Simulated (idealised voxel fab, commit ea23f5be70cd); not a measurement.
process module | voxel self aligned vias
cross-section cut | 265 nm wide | cells 5 nm
A cross-section is a grid of square cells, given in bands from the top down. A band is one or more rows of cells.
Each band's line starts with the height of the band's top and of its bottom, in nm. Then come its materials from left to right, each with its width in nm. One material with "throughout" fills the band from edge to edge. "air" is empty space.
Height 0 is the level under which the wafer as received is all one material. The lowest band goes on downwards, as in "0 down".
A width such as "30 to 40" changes by the same amount from each row of cells to the next, from the band's top row to its bottom row.
"no change" after a step means that no cell of the cross-section changed.
closed voids: empty space of 8 cells or more with no open way to the top, each as width x height at its distance from the left edge, in nm
after a step's settings: what the simulator itself notes on the step
overlay nm, on a step with a mask: how far to the right of its planned place the mask lay; to the left if negative
plan
1 op RECEIVE | material Si
2 op CONFORMAL_DEP | material SiO2 | thk nm 15
3 op CONFORMAL_DEP | material SiCN | thk nm 5
4 op DIRECTIONAL_DEP | material SiO2 | thk nm 30
5 op MASKED_ETCH | tone open | mask id LINES | width nm 25 | pitch nm 70 | etch materials SiO2 | depth nm 30 | overlay nm 0
6 op CONFORMAL_DEP | material TiN | thk nm 5
7 op FILL_DEP | material W | thk nm 10
8 op CMP | height nm 50
9 op SELECTIVE_ETCH | etch materials W Ru TiN | depth nm 10
10 op FILL_DEP | material SiN | thk nm 10
11 op CMP | height nm 40
12 op DIRECTIONAL_DEP | material SiO2 | thk nm 15
13 op DIRECTIONAL_DEP | material aC | thk nm 10
14 op PATTERN | tone open | mask id VIAS | material resist | width nm 45 | pitch nm 70 | thk nm 25 | overlay nm 0
15 op DIRECTIONAL_ETCH | etch materials aC | depth nm 10
16 op STRIP | etch materials resist
17 op DIRECTIONAL_ETCH | etch materials SiO2 | depth nm 15
18 op DIRECTIONAL_ETCH | etch materials SiN | depth nm 10
19 op STRIP | etch materials aC
20 op CONFORMAL_DEP | material TiN | thk nm 5
21 op FILL_DEP | material W | thk nm 10
22 op CMP | height nm 65
23 op CONFORMAL_DEP | material SiCN | thk nm 5
varied across the wafers: height nm of step 11. The plan shows the first wafer's value. All wafers start alike
first wafer as received, after step 1
  0 down: Si throughout
  closed voids: none
each wafer at the end: cells of each material gained (+) or lost (-) since it was received, then its closed voids
height nm 40 | +106 SiCN | +389 SiO2 | +104 TiN | +143 W | closed voids: none
height nm 45 | +106 SiCN | +427 SiO2 | +110 TiN | +99 W | closed voids: none
height nm 50 | +106 SiCN | +465 SiO2 | +84 TiN | +87 W | closed voids: none
height nm 55 | +106 SiCN | +41 SiN | +439 SiO2 | +78 TiN | +78 W | closed voids: none
height nm 60 | +106 SiCN | +82 SiN | +413 SiO2 | +72 TiN | +69 W | closed voids: none
